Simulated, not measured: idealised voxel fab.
process module | voxel transistor to metal
cross-section cut | 170 nm wide | cells 5 nm
A cross-section is a grid of square cells, given in bands from the top down. A band is one or more rows of cells.
Each band's line starts with the height of the band's top and of its bottom, in nm. Then come its materials from left to right, each with its width in nm. One material with "throughout" fills the band from edge to edge. "air" is empty space.
Height 0 is the level under which the wafer as received is all one material. The lowest band goes on downwards, as in "0 down".
A width such as "30 to 40" changes by the same amount from each row of cells to the next, from the band's top row to its bottom row.
"no change" after a step means that no cell of the cross-section changed.
closed voids: empty space of 8 cells or more with no open way to the top, each as width x height at its distance from the left edge, in nm
after a step's settings: what the simulator itself notes on the step
overlay nm, on a step with a mask: how far to the right of its planned place the mask lay; to the left if negative
plan
1 op RECEIVE | material Si
2 op CONFORMAL_DEP | material SiO2 | thk nm 5
3 op CONFORMAL_DEP | material SiN | thk nm 15
4 op DIRECTIONAL_DEP | material aC | thk nm 15
5 op PATTERN | tone cover | mask id ACTIVE | material resist | width nm 125 | thk nm 30 | overlay nm 0
6 op DIRECTIONAL_ETCH | etch materials aC | depth nm 15
7 op STRIP | etch materials resist
8 op DIRECTIONAL_ETCH | etch materials SiN | depth nm 15
9 op DIRECTIONAL_ETCH | etch materials SiO2 | depth nm 5
10 op DIRECTIONAL_ETCH | etch materials Si | depth nm 30
11 op STRIP | etch materials aC
12 op FILL_DEP | material SiO2 | thk nm 5
13 op CMP | height nm 20
14 op SELECTIVE_ETCH | etch materials SiO2 | depth nm 10
15 op STRIP | etch materials SiN
16 op SELECTIVE_ETCH | etch materials SiO2 | depth nm 5
17 op OXIDIZE | depth nm 5
18 op DIRECTIONAL_DEP | material polySi | thk nm 30
19 op DIRECTIONAL_DEP | material SiCN | thk nm 10
20 op PATTERN | tone cover | mask id GATE | material resist | width nm 25 | thk nm 20 | overlay nm 0
21 op DIRECTIONAL_ETCH | etch materials SiCN | depth nm 20
22 op DIRECTIONAL_ETCH | etch materials polySi | depth nm 40
23 op STRIP | etch materials resist
24 op CONFORMAL_DEP | material SiO2 | thk nm 5
25 op DIRECTIONAL_ETCH | etch materials SiO2 | depth nm 5
26 op CONFORMAL_DEP | material SiN | thk nm 5
27 op DIRECTIONAL_ETCH | etch materials SiN | depth nm 5
28 op DIRECTIONAL_ETCH | etch materials SiO2 | depth nm 5
29 op DIRECTIONAL_ETCH | etch materials Si | depth nm 15
30 op EPI | material SiGe | thk nm 20
31 op FILL_DEP | material SiO2 | thk nm 5
32 op CMP | height nm 30
33 op STRIP | etch materials polySi
34 op SELECTIVE_ETCH | etch materials SiO2 | depth nm 5
35 op CONFORMAL_DEP | material HfO2 | thk nm 5
36 op CONFORMAL_DEP | material TiN | thk nm 5
37 op FILL_DEP | material W | thk nm 5
38 op CMP | height nm 25
39 op DIRECTIONAL_DEP | material SiO2 | thk nm 10
40 op PATTERN | tone open | mask id CONTACT | material resist | width nm 20 | pitch nm 85 | thk nm 20 | overlay nm 0
41 op DIRECTIONAL_ETCH | etch materials SiO2 | depth nm 20
42 op STRIP | etch materials resist
43 op CONFORMAL_DEP | material TiN | thk nm 5
44 op FILL_DEP | material W | thk nm 10
45 op CMP | height nm 35
46 op CONFORMAL_DEP | material SiCN | thk nm 5
47 op DIRECTIONAL_DEP | material lowk | thk nm 15
48 op DIRECTIONAL_DEP | material aC | thk nm 10
49 op PATTERN | tone open | mask id METAL_1 | material resist | width nm 20 | pitch nm 85 | thk nm 30 | overlay nm 0
50 op DIRECTIONAL_ETCH | etch materials aC | depth nm 10
51 op STRIP | etch materials resist
52 op DIRECTIONAL_ETCH | etch materials lowk | depth nm 15
53 op DIRECTIONAL_ETCH | etch materials SiCN | depth nm 5
54 op STRIP | etch materials aC
55 op CONFORMAL_DEP | material TiN | thk nm 5
56 op FILL_DEP | material Cu | thk nm 5
57 op CMP | height nm 55
58 op EPI | material Ru | thk nm 5
59 op FILL_DEP | material SiCN | thk nm 5
60 op DIRECTIONAL_DEP | material SiO2 | thk nm 25
61 op DIRECTIONAL_DEP | material aC | thk nm 10
62 op PATTERN | tone open | mask id METAL_2_HOLES | material resist | width nm 15 | pitch nm 85 | thk nm 30 | overlay nm 0
63 op DIRECTIONAL_ETCH | etch materials aC | depth nm 10
64 op STRIP | etch materials resist
65 op DIRECTIONAL_ETCH | etch materials SiO2 | depth nm 25
66 op STRIP | etch materials aC
67 op PATTERN | tone open | mask id METAL_2 | material resist | width nm 20 | pitch nm 85 | thk nm 15 | overlay nm 0
68 op DIRECTIONAL_ETCH | etch materials SiO2 | depth nm 15
69 op DIRECTIONAL_ETCH | etch materials SiCN | depth nm 5
70 op STRIP | etch materials resist
71 op CONFORMAL_DEP | material TiN | thk nm 5
72 op FILL_DEP | material Cu | thk nm 10
73 op CMP | height nm 90
74 op CONFORMAL_DEP | material SiN | thk nm 5
first wafer, as planned
as received, after step 1
  0 down: Si throughout
  closed voids: none
after step 2
  5 to 0: SiO2 throughout
  below 0: unchanged
after step 3
  20 to 5: SiN throughout
  below 5: unchanged
after step 4
  35 to 20: aC throughout
  below 20: unchanged
after step 5
  65 to 35: air 20 | resist 125 | air 25
  below 35: unchanged
after step 6
  50 to 35: air 20 | resist 125 | air 25
  35 to 20: air 20 | aC 125 | air 25
  below 20: unchanged
after step 7
  35 to 20: air 20 | aC 125 | air 25
  below 20: unchanged
after step 8
  35 to 20: air 20 | aC 125 | air 25
  20 to 5: air 20 | SiN 125 | air 25
  below 5: unchanged
after step 9
  35 to 20: air 20 | aC 125 | air 25
  20 to 5: air 20 | SiN 125 | air 25
  5 to 0: air 20 | SiO2 125 | air 25
  below 0: unchanged
after step 10
  35 to 20: air 20 | aC 125 | air 25
  20 to 5: air 20 | SiN 125 | air 25
  5 to 0: air 20 | SiO2 125 | air 25
  0 to -30: air 20 | Si 125 | air 25
  below -30: unchanged
after step 11
  20 to 5: air 20 | SiN 125 | air 25
  below 5: unchanged
after step 12
  25 to 20: SiO2 throughout
  20 to 5: SiO2 20 | SiN 125 | SiO2 25
  5 to 0: SiO2 throughout
  0 to -30: SiO2 20 | Si 125 | SiO2 25
  below -30: unchanged
after step 13
  20 to 5: SiO2 20 | SiN 125 | SiO2 25
  below 5: unchanged
after step 14
  20 to 10: air 20 | SiN 125 | air 25
  below 10: unchanged
after step 15
  10 to 5: SiO2 20 | air 125 | SiO2 25
  below 5: unchanged
after step 16
  5 to 0: SiO2 15 | air 135 | SiO2 20
  below 0: unchanged
after step 17
  5 to 0: SiO2 15 | air 135 | SiO2 20
  0 to -5: SiO2 throughout
  below -5: unchanged
after step 18
  35 to 30: polySi 15 | air 135 | polySi 20
  30 to 5: polySi throughout
  5 to 0: SiO2 15 | polySi 135 | SiO2 20
  below 0: unchanged
after step 19
  45 to 40: SiCN 15 | air 135 | SiCN 20
  40 to 35: SiCN throughout
  35 to 30: polySi 15 | SiCN 135 | polySi 20
  below 30: unchanged
after step 20
  65 to 45: air 70 | resist 25 | air 75
  45 to 40: SiCN 15 | air 55 | resist 25 | air 55 | SiCN 20
  below 40: unchanged
after step 21
  65 to 40: air 70 | resist 25 | air 75
  40 to 35: air 70 | SiCN 25 | air 75
  35 to 30: polySi 15 | air 55 | SiCN 25 | air 55 | polySi 20
  below 30: unchanged
after step 22
  65 to 40: air 70 | resist 25 | air 75
  40 to 30: air 70 | SiCN 25 | air 75
  30 to 5: air 70 | polySi 25 | air 75
  5 to 0: SiO2 15 | air 55 | polySi 25 | air 55 | SiO2 20
  below 0: unchanged
after step 23
  40 to 30: air 70 | SiCN 25 | air 75
  below 30: unchanged
after step 24
  45 to 40: air 65 | SiO2 35 | air 70
  40 to 30: air 65 | SiO2 5 | SiCN 25 | SiO2 5 | air 70
  30 to 10: air 65 | SiO2 5 | polySi 25 | SiO2 5 | air 70
  10 to 5: SiO2 20 | air 45 | SiO2 5 | polySi 25 | SiO2 5 | air 45 | SiO2 25
  5 to 0: SiO2 70 | polySi 25 | SiO2 75
  below 0: unchanged
after step 25
  40 to 30: air 65 | SiO2 5 | SiCN 25 | SiO2 5 | air 70
  30 to 5: air 65 | SiO2 5 | polySi 25 | SiO2 5 | air 70
  5 to 0: SiO2 20 | air 45 | SiO2 5 | polySi 25 | SiO2 5 | air 45 | SiO2 25
  below 0: unchanged
after step 26
  45 to 40: air 60 | SiN 45 | air 65
  40 to 30: air 60 | SiN 5 | SiO2 5 | SiCN 25 | SiO2 5 | SiN 5 | air 65
  30 to 10: air 60 | SiN 5 | SiO2 5 | polySi 25 | SiO2 5 | SiN 5 | air 65
  10 to 5: SiN 25 | air 35 | SiN 5 | SiO2 5 | polySi 25 | SiO2 5 | SiN 5 | air 35 | SiN 30
  5 to 0: SiO2 20 | SiN 45 | SiO2 5 | polySi 25 | SiO2 5 | SiN 45 | SiO2 25
  below 0: unchanged
after step 27
  40 to 30: air 60 | SiN 5 | SiO2 5 | SiCN 25 | SiO2 5 | SiN 5 | air 65
  30 to 5: air 60 | SiN 5 | SiO2 5 | polySi 25 | SiO2 5 | SiN 5 | air 65
  5 to 0: SiO2 20 | SiN 5 | air 35 | SiN 5 | SiO2 5 | polySi 25 | SiO2 5 | SiN 5 | air 35 | SiN 5 | SiO2 25
  below 0: unchanged
after step 28
  40 to 35: air 60 | SiN 5 | air 5 | SiCN 25 | air 5 | SiN 5 | air 65
  35 to 30: air 60 | SiN 5 | SiO2 5 | SiCN 25 | SiO2 5 | SiN 5 | air 65
  30 to 5: air 60 | SiN 5 | SiO2 5 | polySi 25 | SiO2 5 | SiN 5 | air 65
  5 to 0: air 20 | SiN 5 | air 35 | SiN 5 | SiO2 5 | polySi 25 | SiO2 5 | SiN 5 | air 35 | SiN 5 | air 25
  0 to -5: SiO2 25 | air 35 | SiO2 45 | air 35 | SiO2 30
  below -5: unchanged
after step 29
  40 to 35: air 60 | SiN 5 | air 5 | SiCN 25 | air 5 | SiN 5 | air 65
  35 to 30: air 60 | SiN 5 | SiO2 5 | SiCN 25 | SiO2 5 | SiN 5 | air 65
  30 to 5: air 60 | SiN 5 | SiO2 5 | polySi 25 | SiO2 5 | SiN 5 | air 65
  5 to 0: air 20 | SiN 5 | air 35 | SiN 5 | SiO2 5 | polySi 25 | SiO2 5 | SiN 5 | air 35 | SiN 5 | air 25
  0 to -5: SiO2 25 | air 35 | SiO2 45 | air 35 | SiO2 30
  -5 to -20: SiO2 20 | Si 5 | air 35 | Si 45 | air 35 | Si 5 | SiO2 25
  below -20: unchanged
after step 30
  40 to 35: air 60 | SiN 5 | air 5 | SiCN 25 | air 5 | SiN 5 | air 65
  35 to 30: air 60 | SiN 5 | SiO2 5 | SiCN 25 | SiO2 5 | SiN 5 | air 65
  30 to 15: air 60 | SiN 5 | SiO2 5 | polySi 25 | SiO2 5 | SiN 5 | air 65
  15 to 5: air 15 | SiGe 45 | SiN 5 | SiO2 5 | polySi 25 | SiO2 5 | SiN 5 | SiGe 45 | air 20
  5 to 0: air 15 | SiGe 5 | SiN 5 | SiGe 35 | SiN 5 | SiO2 5 | polySi 25 | SiO2 5 | SiN 5 | SiGe 35 | SiN 5 | SiGe 5 | air 20
  0 to -5: SiO2 25 | SiGe 35 | SiO2 45 | SiGe 35 | SiO2 30
  -5 to -20: SiO2 20 | Si 5 | SiGe 35 | Si 45 | SiGe 35 | Si 5 | SiO2 25
  below -20: unchanged
after step 31
  45 to 40: SiO2 throughout
  40 to 30: SiO2 60 | SiN 5 | SiO2 5 | SiCN 25 | SiO2 5 | SiN 5 | SiO2 65
  30 to 15: SiO2 60 | SiN 5 | SiO2 5 | polySi 25 | SiO2 5 | SiN 5 | SiO2 65
  15 to 5: SiO2 15 | SiGe 45 | SiN 5 | SiO2 5 | polySi 25 | SiO2 5 | SiN 5 | SiGe 45 | SiO2 20
  5 to 0: SiO2 15 | SiGe 5 | SiN 5 | SiGe 35 | SiN 5 | SiO2 5 | polySi 25 | SiO2 5 | SiN 5 | SiGe 35 | SiN 5 | SiGe 5 | SiO2 20
  below 0: unchanged
after step 32
  30 to 15: SiO2 60 | SiN 5 | SiO2 5 | polySi 25 | SiO2 5 | SiN 5 | SiO2 65
  below 15: unchanged
after step 33
  30 to 15: SiO2 60 | SiN 5 | SiO2 5 | air 25 | SiO2 5 | SiN 5 | SiO2 65
  15 to 5: SiO2 15 | SiGe 45 | SiN 5 | SiO2 5 | air 25 | SiO2 5 | SiN 5 | SiGe 45 | SiO2 20
  5 to 0: SiO2 15 | SiGe 5 | SiN 5 | SiGe 35 | SiN 5 | SiO2 5 | air 25 | SiO2 5 | SiN 5 | SiGe 35 | SiN 5 | SiGe 5 | SiO2 20
  below 0: unchanged
after step 34
  30 to 25: air 60 | SiN 5 | air 35 | SiN 5 | air 65
  25 to 15: SiO2 60 | SiN 5 | air 35 | SiN 5 | SiO2 65
  15 to 5: SiO2 15 | SiGe 45 | SiN 5 | air 35 | SiN 5 | SiGe 45 | SiO2 20
  5 to 0: SiO2 15 | SiGe 5 | SiN 5 | SiGe 35 | SiN 5 | air 35 | SiN 5 | SiGe 35 | SiN 5 | SiGe 5 | SiO2 20
  0 to -5: SiO2 25 | SiGe 35 | SiO2 5 | air 35 | SiO2 5 | SiGe 35 | SiO2 30
  below -5: unchanged
after step 35
  35 to 30: air 55 | HfO2 15 | air 25 | HfO2 15 | air 60
  30 to 25: HfO2 60 | SiN 5 | HfO2 5 | air 25 | HfO2 5 | SiN 5 | HfO2 65
  25 to 15: SiO2 60 | SiN 5 | HfO2 5 | air 25 | HfO2 5 | SiN 5 | SiO2 65
  15 to 5: SiO2 15 | SiGe 45 | SiN 5 | HfO2 5 | air 25 | HfO2 5 | SiN 5 | SiGe 45 | SiO2 20
  5 to 0: SiO2 15 | SiGe 5 | SiN 5 | SiGe 35 | SiN 5 | HfO2 5 | air 25 | HfO2 5 | SiN 5 | SiGe 35 | SiN 5 | SiGe 5 | SiO2 20
  0 to -5: SiO2 25 | SiGe 35 | SiO2 5 | HfO2 35 | SiO2 5 | SiGe 35 | SiO2 30
  below -5: unchanged
after step 36
  40 to 35: air 50 | TiN 25 | air 15 | TiN 25 | air 55
  35 to 30: TiN 55 | HfO2 15 | TiN 5 | air 15 | TiN 5 | HfO2 15 | TiN 60
  30 to 25: HfO2 60 | SiN 5 | HfO2 5 | TiN 5 | air 15 | TiN 5 | HfO2 5 | SiN 5 | HfO2 65
  25 to 15: SiO2 60 | SiN 5 | HfO2 5 | TiN 5 | air 15 | TiN 5 | HfO2 5 | SiN 5 | SiO2 65
  15 to 5: SiO2 15 | SiGe 45 | SiN 5 | HfO2 5 | TiN 5 | air 15 | TiN 5 | HfO2 5 | SiN 5 | SiGe 45 | SiO2 20
  5 to 0: SiO2 15 | SiGe 5 | SiN 5 | SiGe 35 | SiN 5 | HfO2 5 | TiN 25 | HfO2 5 | SiN 5 | SiGe 35 | SiN 5 | SiGe 5 | SiO2 20
  below 0: unchanged
after step 37
  45 to 40: W throughout
  40 to 35: W 50 | TiN 25 | W 15 | TiN 25 | W 55
  35 to 30: TiN 55 | HfO2 15 | TiN 5 | W 15 | TiN 5 | HfO2 15 | TiN 60
  30 to 25: HfO2 60 | SiN 5 | HfO2 5 | TiN 5 | W 15 | TiN 5 | HfO2 5 | SiN 5 | HfO2 65
  25 to 15: SiO2 60 | SiN 5 | HfO2 5 | TiN 5 | W 15 | TiN 5 | HfO2 5 | SiN 5 | SiO2 65
  15 to 5: SiO2 15 | SiGe 45 | SiN 5 | HfO2 5 | TiN 5 | W 15 | TiN 5 | HfO2 5 | SiN 5 | SiGe 45 | SiO2 20
  below 5: unchanged
after step 38
  25 to 15: SiO2 60 | SiN 5 | HfO2 5 | TiN 5 | W 15 | TiN 5 | HfO2 5 | SiN 5 | SiO2 65
  below 15: unchanged
after step 39
  35 to 25: SiO2 throughout
  below 25: unchanged
after step 40
  55 to 35: resist 30 | air 20 | resist 65 | air 20 | resist 35
  below 35: unchanged
after step 41
  55 to 35: resist 30 | air 20 | resist 65 | air 20 | resist 35
  35 to 25: SiO2 30 | air 20 | SiO2 65 | air 20 | SiO2 35
  25 to 15: SiO2 30 | air 20 | SiO2 10 | SiN 5 | HfO2 5 | TiN 5 | W 15 | TiN 5 | HfO2 5 | SiN 5 | SiO2 10 | air 20 | SiO2 35
  below 15: unchanged
after step 42
  35 to 25: SiO2 30 | air 20 | SiO2 65 | air 20 | SiO2 35
  below 25: unchanged
after step 43
  40 to 35: TiN 35 | air 10 | TiN 75 | air 10 | TiN 40
  35 to 25: SiO2 30 | TiN 5 | air 10 | TiN 5 | SiO2 65 | TiN 5 | air 10 | TiN 5 | SiO2 35
  25 to 20: SiO2 30 | TiN 5 | air 10 | TiN 5 | SiO2 10 | SiN 5 | HfO2 5 | TiN 5 | W 15 | TiN 5 | HfO2 5 | SiN 5 | SiO2 10 | TiN 5 | air 10 | TiN 5 | SiO2 35
  20 to 15: SiO2 30 | TiN 20 | SiO2 10 | SiN 5 | HfO2 5 | TiN 5 | W 15 | TiN 5 | HfO2 5 | SiN 5 | SiO2 10 | TiN 20 | SiO2 35
  below 15: unchanged
after step 44
  50 to 40: W throughout
  40 to 35: TiN 35 | W 10 | TiN 75 | W 10 | TiN 40
  35 to 25: SiO2 30 | TiN 5 | W 10 | TiN 5 | SiO2 65 | TiN 5 | W 10 | TiN 5 | SiO2 35
  25 to 20: SiO2 30 | TiN 5 | W 10 | TiN 5 | SiO2 10 | SiN 5 | HfO2 5 | TiN 5 | W 15 | TiN 5 | HfO2 5 | SiN 5 | SiO2 10 | TiN 5 | W 10 | TiN 5 | SiO2 35
  below 20: unchanged
after step 45
  35 to 25: SiO2 30 | TiN 5 | W 10 | TiN 5 | SiO2 65 | TiN 5 | W 10 | TiN 5 | SiO2 35
  below 25: unchanged
after step 46
  40 to 35: SiCN throughout
  below 35: unchanged
after step 47
  55 to 40: lowk throughout
  below 40: unchanged
after step 48
  65 to 55: aC throughout
  below 55: unchanged
after step 49
  95 to 65: resist 30 | air 20 | resist 65 | air 20 | resist 35
  below 65: unchanged
after step 50
  85 to 65: resist 30 | air 20 | resist 65 | air 20 | resist 35
  65 to 55: aC 30 | air 20 | aC 65 | air 20 | aC 35
  below 55: unchanged
after step 51
  65 to 55: aC 30 | air 20 | aC 65 | air 20 | aC 35
  below 55: unchanged
after step 52
  65 to 55: aC 30 | air 20 | aC 65 | air 20 | aC 35
  55 to 40: lowk 30 | air 20 | lowk 65 | air 20 | lowk 35
  below 40: unchanged
after step 53
  65 to 55: aC 30 | air 20 | aC 65 | air 20 | aC 35
  55 to 40: lowk 30 | air 20 | lowk 65 | air 20 | lowk 35
  40 to 35: SiCN 30 | air 20 | SiCN 65 | air 20 | SiCN 35
  below 35: unchanged
after step 54
  55 to 40: lowk 30 | air 20 | lowk 65 | air 20 | lowk 35
  below 40: unchanged
after step 55
  60 to 55: TiN 35 | air 10 | TiN 75 | air 10 | TiN 40
  55 to 40: lowk 30 | TiN 5 | air 10 | TiN 5 | lowk 65 | TiN 5 | air 10 | TiN 5 | lowk 35
  40 to 35: SiCN 30 | TiN 20 | SiCN 65 | TiN 20 | SiCN 35
  below 35: unchanged
after step 56
  65 to 60: Cu throughout
  60 to 55: TiN 35 | Cu 10 | TiN 75 | Cu 10 | TiN 40
  55 to 40: lowk 30 | TiN 5 | Cu 10 | TiN 5 | lowk 65 | TiN 5 | Cu 10 | TiN 5 | lowk 35
  below 40: unchanged
after step 57
  55 to 40: lowk 30 | TiN 5 | Cu 10 | TiN 5 | lowk 65 | TiN 5 | Cu 10 | TiN 5 | lowk 35
  below 40: unchanged
after step 58
  60 to 55: air 25 | Ru 30 | air 55 | Ru 30 | air 30
  below 55: unchanged
after step 59
  65 to 60: SiCN throughout
  60 to 55: SiCN 25 | Ru 30 | SiCN 55 | Ru 30 | SiCN 30
  below 55: unchanged
after step 60
  90 to 65: SiO2 throughout
  below 65: unchanged
after step 61
  100 to 90: aC throughout
  below 90: unchanged
after step 62
  130 to 100: resist 30 | air 15 | resist 70 | air 15 | resist 40
  below 100: unchanged
after step 63
  120 to 100: resist 30 | air 15 | resist 70 | air 15 | resist 40
  100 to 90: aC 30 | air 15 | aC 70 | air 15 | aC 40
  below 90: unchanged
after step 64
  100 to 90: aC 30 | air 15 | aC 70 | air 15 | aC 40
  below 90: unchanged
after step 65
  100 to 90: aC 30 | air 15 | aC 70 | air 15 | aC 40
  90 to 65: SiO2 30 | air 15 | SiO2 70 | air 15 | SiO2 40
  below 65: unchanged
after step 66
  90 to 65: SiO2 30 | air 15 | SiO2 70 | air 15 | SiO2 40
  below 65: unchanged
after step 67
  105 to 90: resist 30 | air 20 | resist 65 | air 20 | resist 35
  below 90: unchanged
after step 68
  105 to 90: resist 30 | air 20 | resist 65 | air 20 | resist 35
  90 to 75: SiO2 30 | air 20 | SiO2 65 | air 20 | SiO2 35
  below 75: unchanged
after step 69
  105 to 90: resist 30 | air 20 | resist 65 | air 20 | resist 35
  90 to 75: SiO2 30 | air 20 | SiO2 65 | air 20 | SiO2 35
  75 to 65: SiO2 30 | air 15 | SiO2 70 | air 15 | SiO2 40
  65 to 60: SiCN 30 | air 15 | SiCN 70 | air 15 | SiCN 40
  below 60: unchanged
after step 70
  90 to 75: SiO2 30 | air 20 | SiO2 65 | air 20 | SiO2 35
  below 75: unchanged
after step 71
  95 to 90: TiN 35 | air 10 | TiN 75 | air 10 | TiN 40
  90 to 80: SiO2 30 | TiN 5 | air 10 | TiN 5 | SiO2 65 | TiN 5 | air 10 | TiN 5 | SiO2 35
  80 to 75: SiO2 30 | TiN 5 | air 5 | TiN 10 | SiO2 65 | TiN 5 | air 5 | TiN 10 | SiO2 35
  75 to 65: SiO2 30 | TiN 5 | air 5 | TiN 5 | SiO2 70 | TiN 5 | air 5 | TiN 5 | SiO2 40
  65 to 60: SiCN 30 | TiN 15 | SiCN 70 | TiN 15 | SiCN 40
  below 60: unchanged
after step 72
  105 to 95: Cu throughout
  95 to 90: TiN 35 | Cu 10 | TiN 75 | Cu 10 | TiN 40
  90 to 80: SiO2 30 | TiN 5 | Cu 10 | TiN 5 | SiO2 65 | TiN 5 | Cu 10 | TiN 5 | SiO2 35
  80 to 75: SiO2 30 | TiN 5 | Cu 5 | TiN 10 | SiO2 65 | TiN 5 | Cu 5 | TiN 10 | SiO2 35
  75 to 65: SiO2 30 | TiN 5 | Cu 5 | TiN 5 | SiO2 70 | TiN 5 | Cu 5 | TiN 5 | SiO2 40
  below 65: unchanged
after step 73
  90 to 80: SiO2 30 | TiN 5 | Cu 10 | TiN 5 | SiO2 65 | TiN 5 | Cu 10 | TiN 5 | SiO2 35
  below 80: unchanged
after step 74
  95 to 90: SiN throughout
  below 90: unchanged
second wafer: like start, like plan, one mistake. Through step 44 it matches the first wafer
when step 45 should have ended: no change
when step 46 should have ended
  55 to 50: SiCN throughout
  below 50: unchanged
when step 47 should have ended
  70 to 55: lowk throughout
  below 55: unchanged
when step 48 should have ended
  80 to 70: aC throughout
  below 70: unchanged
when step 49 should have ended
  110 to 80: resist 30 | air 20 | resist 65 | air 20 | resist 35
  below 80: unchanged
when step 50 should have ended
  100 to 80: resist 30 | air 20 | resist 65 | air 20 | resist 35
  80 to 70: aC 30 | air 20 | aC 65 | air 20 | aC 35
  below 70: unchanged
when step 51 should have ended
  80 to 70: aC 30 | air 20 | aC 65 | air 20 | aC 35
  below 70: unchanged
when step 52 should have ended
  80 to 70: aC 30 | air 20 | aC 65 | air 20 | aC 35
  70 to 55: lowk 30 | air 20 | lowk 65 | air 20 | lowk 35
  below 55: unchanged
when step 53 should have ended
  80 to 70: aC 30 | air 20 | aC 65 | air 20 | aC 35
  70 to 55: lowk 30 | air 20 | lowk 65 | air 20 | lowk 35
  55 to 50: SiCN 30 | air 20 | SiCN 65 | air 20 | SiCN 35
  below 50: unchanged
when step 54 should have ended
  70 to 55: lowk 30 | air 20 | lowk 65 | air 20 | lowk 35
  below 55: unchanged
when step 55 should have ended
  75 to 70: TiN 35 | air 10 | TiN 75 | air 10 | TiN 40
  70 to 55: lowk 30 | TiN 5 | air 10 | TiN 5 | lowk 65 | TiN 5 | air 10 | TiN 5 | lowk 35
  55 to 50: SiCN 30 | TiN 20 | SiCN 65 | TiN 20 | SiCN 35
  below 50: unchanged
when step 56 should have ended
  80 to 75: Cu throughout
  75 to 70: TiN 35 | Cu 10 | TiN 75 | Cu 10 | TiN 40
  70 to 55: lowk 30 | TiN 5 | Cu 10 | TiN 5 | lowk 65 | TiN 5 | Cu 10 | TiN 5 | lowk 35
  below 55: unchanged
when step 57 should have ended
  55 to 50: SiCN 30 | TiN 20 | SiCN 65 | TiN 20 | SiCN 35
  below 50: unchanged
when step 58 should have ended
  60 to 55: air 25 | Ru 30 | air 55 | Ru 30 | air 30
  below 55: unchanged
when step 59 should have ended
  65 to 60: SiCN throughout
  60 to 55: SiCN 25 | Ru 30 | SiCN 55 | Ru 30 | SiCN 30
  below 55: unchanged
when step 60 should have ended
  90 to 65: SiO2 throughout
  below 65: unchanged
when step 61 should have ended
  100 to 90: aC throughout
  below 90: unchanged
when step 62 should have ended
  130 to 100: resist 30 | air 15 | resist 70 | air 15 | resist 40
  below 100: unchanged
when step 63 should have ended
  120 to 100: resist 30 | air 15 | resist 70 | air 15 | resist 40
  100 to 90: aC 30 | air 15 | aC 70 | air 15 | aC 40
  below 90: unchanged
when step 64 should have ended
  100 to 90: aC 30 | air 15 | aC 70 | air 15 | aC 40
  below 90: unchanged
when step 65 should have ended
  100 to 90: aC 30 | air 15 | aC 70 | air 15 | aC 40
  90 to 65: SiO2 30 | air 15 | SiO2 70 | air 15 | SiO2 40
  below 65: unchanged
when step 66 should have ended
  90 to 65: SiO2 30 | air 15 | SiO2 70 | air 15 | SiO2 40
  below 65: unchanged
when step 67 should have ended
  105 to 90: resist 30 | air 20 | resist 65 | air 20 | resist 35
  below 90: unchanged
when step 68 should have ended
  105 to 90: resist 30 | air 20 | resist 65 | air 20 | resist 35
  90 to 75: SiO2 30 | air 20 | SiO2 65 | air 20 | SiO2 35
  below 75: unchanged
when step 69 should have ended
  105 to 90: resist 30 | air 20 | resist 65 | air 20 | resist 35
  90 to 75: SiO2 30 | air 20 | SiO2 65 | air 20 | SiO2 35
  75 to 65: SiO2 30 | air 15 | SiO2 70 | air 15 | SiO2 40
  65 to 60: SiCN 30 | air 15 | SiCN 70 | air 15 | SiCN 40
  below 60: unchanged
when step 70 should have ended
  90 to 75: SiO2 30 | air 20 | SiO2 65 | air 20 | SiO2 35
  below 75: unchanged
when step 71 should have ended
  95 to 90: TiN 35 | air 10 | TiN 75 | air 10 | TiN 40
  90 to 80: SiO2 30 | TiN 5 | air 10 | TiN 5 | SiO2 65 | TiN 5 | air 10 | TiN 5 | SiO2 35
  80 to 75: SiO2 30 | TiN 5 | air 5 | TiN 10 | SiO2 65 | TiN 5 | air 5 | TiN 10 | SiO2 35
  75 to 65: SiO2 30 | TiN 5 | air 5 | TiN 5 | SiO2 70 | TiN 5 | air 5 | TiN 5 | SiO2 40
  65 to 60: SiCN 30 | TiN 15 | SiCN 70 | TiN 15 | SiCN 40
  below 60: unchanged
when step 72 should have ended
  105 to 95: Cu throughout
  95 to 90: TiN 35 | Cu 10 | TiN 75 | Cu 10 | TiN 40
  90 to 80: SiO2 30 | TiN 5 | Cu 10 | TiN 5 | SiO2 65 | TiN 5 | Cu 10 | TiN 5 | SiO2 35
  80 to 75: SiO2 30 | TiN 5 | Cu 5 | TiN 10 | SiO2 65 | TiN 5 | Cu 5 | TiN 10 | SiO2 35
  75 to 65: SiO2 30 | TiN 5 | Cu 5 | TiN 5 | SiO2 70 | TiN 5 | Cu 5 | TiN 5 | SiO2 40
  below 65: unchanged
when step 73 should have ended
  90 to 80: SiO2 30 | TiN 5 | Cu 10 | TiN 5 | SiO2 65 | TiN 5 | Cu 10 | TiN 5 | SiO2 35
  below 80: unchanged
when step 74 should have ended
  95 to 90: SiN throughout
  below 90: unchanged
what went wrong: step 45 was left out
at the end the second wafer has, in cells: 12 fewer of Cu | 18 more of TiN | 72 more of W | 78 fewer of lowk
